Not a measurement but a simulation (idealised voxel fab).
process module | voxel quadruple lines
In the cross-section labelled cut, the width is 185 nm and each square cell is 5 nm.
Format of a cross-section: grid, square cells. Given as bands. Order: top down. Band: one or more rows of cells.
In this notation a band is specified by the heights of its top and bottom, in that order and in nm, after which its materials appear from left to right, each paired with its width in nm. The word "everywhere" attached to a single material means that material fills the band from edge to edge; the word "blank" stands for empty space.
Heights are reckoned from 0. Under this level, the received wafer is all of one material. The bottommost band is open-ended downward, for example "0..down".
A width such as "30..40" changes by the same amount from each row of cells to the next, from the band's top row to its bottom row.
Reading "same as before" for a step: not a cell of the cross-section changed in it.
Voids, sealed: empty space of 8 cells or more with no open way to the top, each as width x height at its distance from the left edge, in nm
Anything after a step's settings on that line? It's the simulator's own note about the step.
The "overlay nm" setting may appear on a step's line; for a step that uses a mask, it gives how far to the right of its planned position the mask lay, and a negative value indicates the left.
Plan:
step 1: op RECEIVE | material Si
step 2: op CONFORMAL_DEP | material SiO2 | thk nm 5
step 3: op DIRECTIONAL_DEP | material W | thk nm 10
step 4: op DIRECTIONAL_DEP | material polySi | thk nm 20
step 5: op DIRECTIONAL_DEP | material aC | thk nm 25
step 6: op PATTERN | tone cover | mask id MANDREL | material resist | width nm 35 | thk nm 35 | overlay nm 0
step 7: op DIRECTIONAL_ETCH | etch materials aC | depth nm 25
step 8: op STRIP | etch materials resist
step 9: op CONFORMAL_DEP | material SiO2 | thk nm 15
step 10: op DIRECTIONAL_ETCH | etch materials SiO2 | depth nm 15
step 11: op STRIP | etch materials aC
step 12: op DIRECTIONAL_ETCH | etch materials polySi | depth nm 20
step 13: op STRIP | etch materials SiO2
step 14: op CONFORMAL_DEP | material SiN | thk nm 10
step 15: op DIRECTIONAL_ETCH | etch materials SiN | depth nm 10
step 16: op STRIP | etch materials polySi
step 17: op DIRECTIONAL_ETCH | etch materials W | depth nm 10
step 18: op STRIP | etch materials SiN
step 19: op FILL_DEP | material SiO2 | thk nm 5
step 20: op CMP | height nm 15
So this is the incoming wafer in cross-section - it's already been through step 1:
    0..down | Si everywhere
    Voids, sealed: none
First of two wafers at the end of the module, shown in cross-section; run carried out as planned:
    15..5 | SiO2: 50; W: 10; SiO2: 15; W: 10; SiO2: 15; W: 10; SiO2: 15; W: 10; SiO2: 50
    5..0 | SiO2 everywhere
    0..down | Si everywhere
    Voids, sealed: none
Second of two wafers, module complete, sectioned: it shares the first wafer's start and plan but was run with one mistake:
    15..5 | SiO2: 55; W: 10; SiO2: 15; W: 10; SiO2: 15; W: 10; SiO2: 15; W: 10; SiO2: 45
    5..0 | SiO2 everywhere
    0..down | Si everywhere
    Voids, sealed: none
Want to know what went wrong? so step 6 ended up running with a different setting than we planned, it ran as op PATTERN | tone cover | mask id MANDREL | material resist | width nm 35 | thk nm 35 | overlay nm 5
In the final comparison it is observed that the number of cells assigned to each material is identical for the two wafers, whereas their placement is not.
